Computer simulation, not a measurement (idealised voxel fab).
Name of the process module below: voxel capacitor over wiring
Each square cell in cross-section cut measures 5 nm, and the section as a whole is 185 nm wide.
How to read a cross-section here: the picture is a grid of square cells, written as bands going from the top down, and any band can span one or more rows of cells. Top, bottom (nm), then materials left to right with widths (nm); lone material tagged "everywhere" fills the whole band edge to edge; "blank" = empty space. A quick word on heights: they are counted from 0, and under that level the wafer as it came to us is one material throughout. The lowest band is different from the rest in having no bottom; it simply continues downward, written as in "top 0, no bottom". The expression "30->40" gives the width at the extremes of the band, the first number at its top row of cells and the second at its bottom row, with the width changing by equal amounts from each row to the next in between. Take "nothing was modified" at face value: in the step it is given for, the cross-section changed in none of its cells. Heads up: "Enclosed cavities" only lists the empty pockets with no open path to the top that are 8 cells or more, and it writes them as width x height at distance, distance from the left edge, in nm. The remark found on a step's line after its settings is issued by the simulator itself and pertains to that step. "overlay nm" on a masked step: distance the mask lay right of its planned place, negative for left.

List of planned process steps:
1: RECEIVE | material Si
2: CONFORMAL_DEP | material SiO2 | thk nm 15
3: CONFORMAL_DEP | material SiCN | thk nm 5
4: DIRECTIONAL_DEP | material lowk | thk nm 20
5: DIRECTIONAL_DEP | material aC | thk nm 15
6: PATTERN | tone open | mask id METAL_1 | material resist | width nm 20 | pitch nm 75 | thk nm 35 | overlay nm 0
7: DIRECTIONAL_ETCH | etch materials aC | depth nm 15
8: STRIP | etch materials resist
9: DIRECTIONAL_ETCH | etch materials lowk | depth nm 20
10: DIRECTIONAL_ETCH | etch materials SiCN | depth nm 5
11: STRIP | etch materials aC
12: CONFORMAL_DEP | material TiN | thk nm 5
13: FILL_DEP | material W | thk nm 5
14: CMP | height nm 40
15: CONFORMAL_DEP | material SiCN | thk nm 5
16: DIRECTIONAL_DEP | material SiO2 | thk nm 15
17: PATTERN | tone open | mask id PLUG_1 | material resist | width nm 15 | thk nm 20 | overlay nm 0
18: DIRECTIONAL_ETCH | etch materials SiO2 | depth nm 15
19: DIRECTIONAL_ETCH | etch materials SiCN | depth nm 5
20: STRIP | etch materials resist
21: EPI | material Ru | thk nm 10
22: EPI | material Ru | thk nm 10
23: DIRECTIONAL_DEP | material TiN | thk nm 5
24: DIRECTIONAL_DEP | material Al2O3 | thk nm 5
25: DIRECTIONAL_DEP | material TiN | thk nm 5
26: DIRECTIONAL_DEP | material aC | thk nm 15
27: PATTERN | tone cover | mask id UPPER_PLATE | material resist | width nm 60 | thk nm 30 | overlay nm 0
28: DIRECTIONAL_ETCH | etch materials aC | depth nm 15
29: STRIP | etch materials resist
30: DIRECTIONAL_ETCH | etch materials TiN | depth nm 5
31: DIRECTIONAL_ETCH | etch materials Al2O3 | depth nm 5
32: STRIP | etch materials aC
33: PATTERN | tone cover | mask id LOWER_PLATE | material resist | width nm 70 | thk nm 20 | overlay nm 0
34: DIRECTIONAL_ETCH | etch materials TiN | depth nm 5
35: STRIP | etch materials resist
36: FILL_DEP | material SiO2 | thk nm 15
37: CMP | height nm 85
38: MASKED_ETCH | tone open | mask id PLUG_2 | width nm 15 | etch materials SiO2 | depth nm 10 | overlay nm 0
39: CONFORMAL_DEP | material TiN | thk nm 5
40: FILL_DEP | material Ru | thk nm 5
41: CMP | height nm 85
42: CONFORMAL_DEP | material SiN | thk nm 5

Account of the first of two wafers, which was processed as intended:

Cross-section of the wafer as it came to us, i.e., already through step 1:
top 0, no bottom: Si everywhere
Enclosed cavities: none

Cross-sectional representation of the wafer at the conclusion of step 2:
top 15, bottom 0: SiO2 everywhere
Below 0 it's all the same as before, nothing changed down there.

Cross-sectional representation of the wafer at the conclusion of step 3:
top 20, bottom 15: SiCN everywhere
Below 15 it's all the same as before, nothing changed down there.

Cross-sectional representation of the wafer at the conclusion of step 4:
top 40, bottom 20: lowk everywhere
Below 20 it's all the same as before, nothing changed down there.

Cross-sectional representation of the wafer at the conclusion of step 5:
top 55, bottom 40: aC everywhere
Below 40 it's all the same as before, nothing changed down there.

Cross-sectional representation of the wafer at the conclusion of step 6:
top 90, bottom 55: 45 resist / 20 blank / 55 resist / 20 blank / 45 resist
Below 55 it's all the same as before, nothing changed down there.

Cross-sectional representation of the wafer at the conclusion of step 7:
top 75, bottom 55: 45 resist / 20 blank / 55 resist / 20 blank / 45 resist
top 55, bottom 40: 45 aC / 20 blank / 55 aC / 20 blank / 45 aC
Below 40 it's all the same as before, nothing changed down there.

Cross-sectional representation of the wafer at the conclusion of step 8:
top 55, bottom 40: 45 aC / 20 blank / 55 aC / 20 blank / 45 aC
Below 40 it's all the same as before, nothing changed down there.

Cross-sectional representation of the wafer at the conclusion of step 9:
top 55, bottom 40: 45 aC / 20 blank / 55 aC / 20 blank / 45 aC
top 40, bottom 20: 45 lowk / 20 blank / 55 lowk / 20 blank / 45 lowk
Below 20 it's all the same as before, nothing changed down there.

Cross-sectional representation of the wafer at the conclusion of step 10:
top 55, bottom 40: 45 aC / 20 blank / 55 aC / 20 blank / 45 aC
top 40, bottom 20: 45 lowk / 20 blank / 55 lowk / 20 blank / 45 lowk
top 20, bottom 15: 45 SiCN / 20 blank / 55 SiCN / 20 blank / 45 SiCN
Below 15 it's all the same as before, nothing changed down there.

Cross-sectional representation of the wafer at the conclusion of step 11:
top 40, bottom 20: 45 lowk / 20 blank / 55 lowk / 20 blank / 45 lowk
Below 20 it's all the same as before, nothing changed down there.

Cross-sectional representation of the wafer at the conclusion of step 12:
top 45, bottom 40: 50 TiN / 10 blank / 65 TiN / 10 blank / 50 TiN
top 40, bottom 20: 45 lowk / 5 TiN / 10 blank / 5 TiN / 55 lowk / 5 TiN / 10 blank / 5 TiN / 45 lowk
top 20, bottom 15: 45 SiCN / 20 TiN / 55 SiCN / 20 TiN / 45 SiCN
Below 15 it's all the same as before, nothing changed down there.

Cross-sectional representation of the wafer at the conclusion of step 13:
top 50, bottom 45: W everywhere
top 45, bottom 40: 50 TiN / 10 W / 65 TiN / 10 W / 50 TiN
top 40, bottom 20: 45 lowk / 5 TiN / 10 W / 5 TiN / 55 lowk / 5 TiN / 10 W / 5 TiN / 45 lowk
Below 20 it's all the same as before, nothing changed down there.

Cross-sectional representation of the wafer at the conclusion of step 14:
top 40, bottom 20: 45 lowk / 5 TiN / 10 W / 5 TiN / 55 lowk / 5 TiN / 10 W / 5 TiN / 45 lowk
Below 20 it's all the same as before, nothing changed down there.

Cross-sectional representation of the wafer at the conclusion of step 15:
top 45, bottom 40: SiCN everywhere
Below 40 it's all the same as before, nothing changed down there.

Cross-sectional representation of the wafer at the conclusion of step 16:
top 60, bottom 45: SiO2 everywhere
Below 45 it's all the same as before, nothing changed down there.

Cross-sectional representation of the wafer at the conclusion of step 17:
top 80, bottom 60: 50 resist / 15 blank / 120 resist
Below 60 it's all the same as before, nothing changed down there.

Cross-sectional representation of the wafer at the conclusion of step 18:
top 80, bottom 60: 50 resist / 15 blank / 120 resist
top 60, bottom 45: 50 SiO2 / 15 blank / 120 SiO2
Below 45 it's all the same as before, nothing changed down there.

Cross-sectional representation of the wafer at the conclusion of step 19:
top 80, bottom 60: 50 resist / 15 blank / 120 resist
top 60, bottom 45: 50 SiO2 / 15 blank / 120 SiO2
top 45, bottom 40: 50 SiCN / 15 blank / 120 SiCN
Below 40 it's all the same as before, nothing changed down there.

Cross-sectional representation of the wafer at the conclusion of step 20:
top 60, bottom 45: 50 SiO2 / 15 blank / 120 SiO2
Below 45 it's all the same as before, nothing changed down there.

Cross-sectional representation of the wafer at the conclusion of step 21:
top 60, bottom 50: 50 SiO2 / 15 blank / 120 SiO2
top 50, bottom 45: 50 SiO2 / 15 Ru / 120 SiO2
top 45, bottom 40: 50 SiCN / 15 Ru / 120 SiCN
Below 40 it's all the same as before, nothing changed down there.

Cross-sectional representation of the wafer at the conclusion of step 22:
top 60, bottom 45: 50 SiO2 / 15 Ru / 120 SiO2
Below 45 it's all the same as before, nothing changed down there.

Cross-sectional representation of the wafer at the conclusion of step 23:
top 65, bottom 60: TiN everywhere
Below 60 it's all the same as before, nothing changed down there.

Cross-sectional representation of the wafer at the conclusion of step 24:
top 70, bottom 65: Al2O3 everywhere
Below 65 it's all the same as before, nothing changed down there.

Cross-sectional representation of the wafer at the conclusion of step 25:
top 75, bottom 70: TiN everywhere
Below 70 it's all the same as before, nothing changed down there.

Cross-sectional representation of the wafer at the conclusion of step 26:
top 90, bottom 75: aC everywhere
Below 75 it's all the same as before, nothing changed down there.

Cross-sectional representation of the wafer at the conclusion of step 27:
top 120, bottom 90: 50 blank / 60 resist / 75 blank
Below 90 it's all the same as before, nothing changed down there.

Cross-sectional representation of the wafer at the conclusion of step 28:
top 105, bottom 90: 50 blank / 60 resist / 75 blank
top 90, bottom 75: 50 blank / 60 aC / 75 blank
Below 75 it's all the same as before, nothing changed down there.

Cross-sectional representation of the wafer at the conclusion of step 29:
top 90, bottom 75: 50 blank / 60 aC / 75 blank
Below 75 it's all the same as before, nothing changed down there.

Cross-sectional representation of the wafer at the conclusion of step 30:
top 90, bottom 75: 50 blank / 60 aC / 75 blank
top 75, bottom 70: 50 blank / 60 TiN / 75 blank
Below 70 it's all the same as before, nothing changed down there.

Cross-sectional representation of the wafer at the conclusion of step 31:
top 90, bottom 75: 50 blank / 60 aC / 75 blank
top 75, bottom 70: 50 blank / 60 TiN / 75 blank
top 70, bottom 65: 50 blank / 60 Al2O3 / 75 blank
Below 65 it's all the same as before, nothing changed down there.

Cross-sectional representation of the wafer at the conclusion of step 32:
top 75, bottom 70: 50 blank / 60 TiN / 75 blank
Below 70 it's all the same as before, nothing changed down there.

Cross-sectional representation of the wafer at the conclusion of step 33:
top 95, bottom 75: 45 blank / 70 resist / 70 blank
top 75, bottom 70: 45 blank / 5 resist / 60 TiN / 5 resist / 70 blank
top 70, bottom 65: 45 blank / 5 resist / 60 Al2O3 / 5 resist / 70 blank
Below 65 it's all the same as before, nothing changed down there.

Cross-sectional representation of the wafer at the conclusion of step 34:
top 95, bottom 75: 45 blank / 70 resist / 70 blank
top 75, bottom 70: 45 blank / 5 resist / 60 TiN / 5 resist / 70 blank
top 70, bottom 65: 45 blank / 5 resist / 60 Al2O3 / 5 resist / 70 blank
top 65, bottom 60: 45 blank / 70 TiN / 70 blank
Below 60 it's all the same as before, nothing changed down there.

Cross-sectional representation of the wafer at the conclusion of step 35:
top 75, bottom 70: 50 blank / 60 TiN / 75 blank
top 70, bottom 65: 50 blank / 60 Al2O3 / 75 blank
Below 65 it's all the same as before, nothing changed down there.

Cross-sectional representation of the wafer at the conclusion of step 36:
top 90, bottom 75: SiO2 everywhere
top 75, bottom 70: 50 SiO2 / 60 TiN / 75 SiO2
top 70, bottom 65: 50 SiO2 / 60 Al2O3 / 75 SiO2
top 65, bottom 60: 45 SiO2 / 70 TiN / 70 SiO2
Below 60 it's all the same as before, nothing changed down there.

Cross-sectional representation of the wafer at the conclusion of step 37:
top 85, bottom 75: SiO2 everywhere
Below 75 it's all the same as before, nothing changed down there.

Cross-sectional representation of the wafer at the conclusion of step 38:
top 85, bottom 75: 60 SiO2 / 15 blank / 110 SiO2
Below 75 it's all the same as before, nothing changed down there.

Cross-sectional representation of the wafer at the conclusion of step 39:
top 90, bottom 85: 65 TiN / 5 blank / 115 TiN
top 85, bottom 80: 60 SiO2 / 5 TiN / 5 blank / 5 TiN / 110 SiO2
top 80, bottom 70: 60->50 SiO2 / 15->60 TiN / 110->75 SiO2
Below 70 it's all the same as before, nothing changed down there.

Cross-sectional representation of the wafer at the conclusion of step 40:
top 95, bottom 90: Ru everywhere
top 90, bottom 85: 65 TiN / 5 Ru / 115 TiN
top 85, bottom 80: 60 SiO2 / 5 TiN / 5 Ru / 5 TiN / 110 SiO2
Below 80 it's all the same as before, nothing changed down there.

Cross-sectional representation of the wafer at the conclusion of step 41:
top 85, bottom 80: 60 SiO2 / 5 TiN / 5 Ru / 5 TiN / 110 SiO2
Below 80 it's all the same as before, nothing changed down there.

Cross-sectional representation of the wafer at the conclusion of step 42:
top 90, bottom 85: SiN everywhere
Below 85 it's all the same as before, nothing changed down there.

Now the other wafer: same start, same recipe, but we messed up one thing when running it. Up to and including step 16 it's the same as the first one:

The second wafer in cross-section, at the planned close of step 17:
top 80, bottom 60: 50 blank / 15 resist / 120 blank
Below 60 it's all the same as before, nothing changed down there.

The second wafer in cross-section, at the planned close of step 18:
top 80, bottom 60: 50 blank / 15 resist / 120 blank
top 60, bottom 45: 50 blank / 15 SiO2 / 120 blank
Below 45 it's all the same as before, nothing changed down there.

The second wafer in cross-section, at the planned close of step 19:
top 80, bottom 60: 50 blank / 15 resist / 120 blank
top 60, bottom 45: 50 blank / 15 SiO2 / 120 blank
top 45, bottom 40: 50 blank / 15 SiCN / 120 blank
Below 40 it's all the same as before, nothing changed down there.

The second wafer in cross-section, at the planned close of step 20:
top 60, bottom 45: 50 blank / 15 SiO2 / 120 blank
Below 45 it's all the same as before, nothing changed down there.

The second wafer in cross-section, at the planned close of step 21:
top 60, bottom 50: 50 blank / 15 SiO2 / 120 blank
top 50, bottom 45: 35 blank / 15 Ru / 15 SiO2 / 45 blank / 40 Ru / 35 blank
top 45, bottom 40: 35 blank / 15 Ru / 15 SiCN / 45 blank / 40 Ru / 35 blank
Below 40 it's all the same as before, nothing changed down there.

The second wafer in cross-section, at the planned close of step 22:
top 60, bottom 45: 25 blank / 25 Ru / 15 SiO2 / 35 blank / 60 Ru / 25 blank
top 45, bottom 40: 25 blank / 25 Ru / 15 SiCN / 35 blank / 60 Ru / 25 blank
Below 40 it's all the same as before, nothing changed down there.

The second wafer in cross-section, at the planned close of step 23:
top 65, bottom 60: 25 blank / 40 TiN / 35 blank / 60 TiN / 25 blank
top 60, bottom 45: 25 blank / 25 Ru / 15 SiO2 / 35 blank / 60 Ru / 25 blank
top 45, bottom 40: 25 TiN / 25 Ru / 15 SiCN / 35 TiN / 60 Ru / 25 TiN
Below 40 it's all the same as before, nothing changed down there.

The second wafer in cross-section, at the planned close of step 24:
top 70, bottom 65: 25 blank / 40 Al2O3 / 35 blank / 60 Al2O3 / 25 blank
top 65, bottom 60: 25 blank / 40 TiN / 35 blank / 60 TiN / 25 blank
top 60, bottom 50: 25 blank / 25 Ru / 15 SiO2 / 35 blank / 60 Ru / 25 blank
top 50, bottom 45: 25 Al2O3 / 25 Ru / 15 SiO2 / 35 Al2O3 / 60 Ru / 25 Al2O3
Below 45 it's all the same as before, nothing changed down there.

The second wafer in cross-section, at the planned close of step 25:
top 75, bottom 70: 25 blank / 40 TiN / 35 blank / 60 TiN / 25 blank
top 70, bottom 65: 25 blank / 40 Al2O3 / 35 blank / 60 Al2O3 / 25 blank
top 65, bottom 60: 25 blank / 40 TiN / 35 blank / 60 TiN / 25 blank
top 60, bottom 55: 25 blank / 25 Ru / 15 SiO2 / 35 blank / 60 Ru / 25 blank
top 55, bottom 50: 25 TiN / 25 Ru / 15 SiO2 / 35 TiN / 60 Ru / 25 TiN
Below 50 it's all the same as before, nothing changed down there.

The second wafer in cross-section, at the planned close of step 26:
top 90, bottom 75: 25 blank / 40 aC / 35 blank / 60 aC / 25 blank
top 75, bottom 70: 25 blank / 40 TiN / 35 blank / 60 TiN / 25 blank
top 70, bottom 65: 25 aC / 40 Al2O3 / 35 aC / 60 Al2O3 / 25 aC
top 65, bottom 60: 25 aC / 40 TiN / 35 aC / 60 TiN / 25 aC
top 60, bottom 55: 25 aC / 25 Ru / 15 SiO2 / 35 aC / 60 Ru / 25 aC
Below 55 it's all the same as before, nothing changed down there.

The second wafer in cross-section, at the planned close of step 27:
top 120, bottom 90: 50 blank / 60 resist / 75 blank
top 90, bottom 75: 25 blank / 40 aC / 35 resist / 60 aC / 25 blank
top 75, bottom 70: 25 blank / 40 TiN / 35 resist / 60 TiN / 25 blank
Below 70 it's all the same as before, nothing changed down there.

The second wafer in cross-section, at the planned close of step 28:
top 105, bottom 90: 50 blank / 60 resist / 75 blank
top 90, bottom 75: 50 blank / 15 aC / 35 resist / 10 aC / 75 blank
top 75, bottom 70: 25 blank / 40 TiN / 35 resist / 60 TiN / 25 blank
top 70, bottom 65: 25 blank / 40 Al2O3 / 35 aC / 60 Al2O3 / 25 blank
top 65, bottom 60: 25 blank / 40 TiN / 35 aC / 60 TiN / 25 blank
top 60, bottom 55: 25 blank / 25 Ru / 15 SiO2 / 35 aC / 60 Ru / 25 blank
Below 55 it's all the same as before, nothing changed down there.

The second wafer in cross-section, at the planned close of step 29:
top 90, bottom 75: 50 blank / 15 aC / 35 blank / 10 aC / 75 blank
top 75, bottom 70: 25 blank / 40 TiN / 35 blank / 60 TiN / 25 blank
Below 70 it's all the same as before, nothing changed down there.

The second wafer in cross-section, at the planned close of step 30:
top 90, bottom 75: 50 blank / 15 aC / 35 blank / 10 aC / 75 blank
top 75, bottom 70: 50 blank / 15 TiN / 35 blank / 10 TiN / 75 blank
top 70, bottom 65: 25 blank / 40 Al2O3 / 35 aC / 60 Al2O3 / 25 blank
top 65, bottom 60: 25 blank / 40 TiN / 35 aC / 60 TiN / 25 blank
top 60, bottom 55: 25 blank / 25 Ru / 15 SiO2 / 35 aC / 60 Ru / 25 blank
top 55, bottom 50: 25 blank / 25 Ru / 15 SiO2 / 35 TiN / 60 Ru / 25 blank
Below 50 it's all the same as before, nothing changed down there.

The second wafer in cross-section, at the planned close of step 31:
top 90, bottom 75: 50 blank / 15 aC / 35 blank / 10 aC / 75 blank
top 75, bottom 70: 50 blank / 15 TiN / 35 blank / 10 TiN / 75 blank
top 70, bottom 65: 50 blank / 15 Al2O3 / 35 aC / 10 Al2O3 / 75 blank
top 65, bottom 60: 25 blank / 40 TiN / 35 aC / 60 TiN / 25 blank
top 60, bottom 55: 25 blank / 25 Ru / 15 SiO2 / 35 aC / 60 Ru / 25 blank
top 55, bottom 50: 25 blank / 25 Ru / 15 SiO2 / 35 TiN / 60 Ru / 25 blank
top 50, bottom 45: 25 blank / 25 Ru / 15 SiO2 / 35 Al2O3 / 60 Ru / 25 blank
Below 45 it's all the same as before, nothing changed down there.

The second wafer in cross-section, at the planned close of step 32:
top 75, bottom 70: 50 blank / 15 TiN / 35 blank / 10 TiN / 75 blank
top 70, bottom 65: 50 blank / 15 Al2O3 / 35 blank / 10 Al2O3 / 75 blank
top 65, bottom 60: 25 blank / 40 TiN / 35 blank / 60 TiN / 25 blank
top 60, bottom 55: 25 blank / 25 Ru / 15 SiO2 / 35 blank / 60 Ru / 25 blank
Below 55 it's all the same as before, nothing changed down there.

The second wafer in cross-section, at the planned close of step 33:
top 95, bottom 75: 45 blank / 70 resist / 70 blank
top 75, bottom 70: 45 blank / 5 resist / 15 TiN / 35 resist / 10 TiN / 5 resist / 70 blank
top 70, bottom 65: 45 blank / 5 resist / 15 Al2O3 / 35 resist / 10 Al2O3 / 5 resist / 70 blank
top 65, bottom 60: 25 blank / 40 TiN / 35 resist / 60 TiN / 25 blank
top 60, bottom 55: 25 blank / 25 Ru / 15 SiO2 / 35 resist / 60 Ru / 25 blank
Below 55 it's all the same as before, nothing changed down there.

The second wafer in cross-section, at the planned close of step 34:
top 95, bottom 75: 45 blank / 70 resist / 70 blank
top 75, bottom 70: 45 blank / 5 resist / 15 TiN / 35 resist / 10 TiN / 5 resist / 70 blank
top 70, bottom 65: 45 blank / 5 resist / 15 Al2O3 / 35 resist / 10 Al2O3 / 5 resist / 70 blank
top 65, bottom 60: 45 blank / 20 TiN / 35 resist / 15 TiN / 70 blank
top 60, bottom 55: 25 blank / 25 Ru / 15 SiO2 / 35 resist / 60 Ru / 25 blank
top 55, bottom 50: 25 blank / 25 Ru / 15 SiO2 / 35 TiN / 60 Ru / 25 blank
top 50, bottom 45: 25 blank / 25 Ru / 15 SiO2 / 35 Al2O3 / 60 Ru / 25 blank
top 45, bottom 40: 25 blank / 25 Ru / 15 SiCN / 35 TiN / 60 Ru / 25 blank
Below 40 it's all the same as before, nothing changed down there.

The second wafer in cross-section, at the planned close of step 35:
top 75, bottom 70: 50 blank / 15 TiN / 35 blank / 10 TiN / 75 blank
top 70, bottom 65: 50 blank / 15 Al2O3 / 35 blank / 10 Al2O3 / 75 blank
top 65, bottom 60: 45 blank / 20 TiN / 35 blank / 15 TiN / 70 blank
top 60, bottom 55: 25 blank / 25 Ru / 15 SiO2 / 35 blank / 60 Ru / 25 blank
Below 55 it's all the same as before, nothing changed down there.

The second wafer in cross-section, at the planned close of step 36:
top 90, bottom 75: SiO2 everywhere
top 75, bottom 70: 50 SiO2 / 15 TiN / 35 SiO2 / 10 TiN / 75 SiO2
top 70, bottom 65: 50 SiO2 / 15 Al2O3 / 35 SiO2 / 10 Al2O3 / 75 SiO2
top 65, bottom 60: 45 SiO2 / 20 TiN / 35 SiO2 / 15 TiN / 70 SiO2
top 60, bottom 55: 25 SiO2 / 25 Ru / 50 SiO2 / 60 Ru / 25 SiO2
top 55, bottom 50: 25 SiO2 / 25 Ru / 15 SiO2 / 35 TiN / 60 Ru / 25 SiO2
top 50, bottom 45: 25 SiO2 / 25 Ru / 15 SiO2 / 35 Al2O3 / 60 Ru / 25 SiO2
top 45, bottom 40: 25 SiO2 / 25 Ru / 15 SiCN / 35 TiN / 60 Ru / 25 SiO2
Below 40 it's all the same as before, nothing changed down there.

The second wafer in cross-section, at the planned close of step 37:
top 85, bottom 75: SiO2 everywhere
Below 75 it's all the same as before, nothing changed down there.

The second wafer in cross-section, at the planned close of step 38:
top 85, bottom 75: 60 SiO2 / 15 blank / 110 SiO2
Below 75 it's all the same as before, nothing changed down there.

The second wafer in cross-section, at the planned close of step 39:
top 90, bottom 85: 65 TiN / 5 blank / 115 TiN
top 85, bottom 80: 60 SiO2 / 5 TiN / 5 blank / 5 TiN / 110 SiO2
top 80, bottom 75: 60 SiO2 / 15 TiN / 110 SiO2
Below 75 it's all the same as before, nothing changed down there.

The second wafer in cross-section, at the planned close of step 40:
top 95, bottom 90: Ru everywhere
top 90, bottom 85: 65 TiN / 5 Ru / 115 TiN
top 85, bottom 80: 60 SiO2 / 5 TiN / 5 Ru / 5 TiN / 110 SiO2
Below 80 it's all the same as before, nothing changed down there.

The second wafer in cross-section, at the planned close of step 41:
top 85, bottom 80: 60 SiO2 / 5 TiN / 5 Ru / 5 TiN / 110 SiO2
Below 80 it's all the same as before, nothing changed down there.

The second wafer in cross-section, at the planned close of step 42:
top 90, bottom 85: SiN everywhere
Below 85 it's all the same as before, nothing changed down there.
Here's what went sideways: step 17 did not use the planned setting and instead ran as PATTERN | tone cover | mask id PLUG_1 | material resist | width nm 15 | thk nm 20 | overlay nm 0
End check, counted in cells, second wafer has more or fewer of these materials than the first: Ru +56; SiCN -31; SiO2 -25
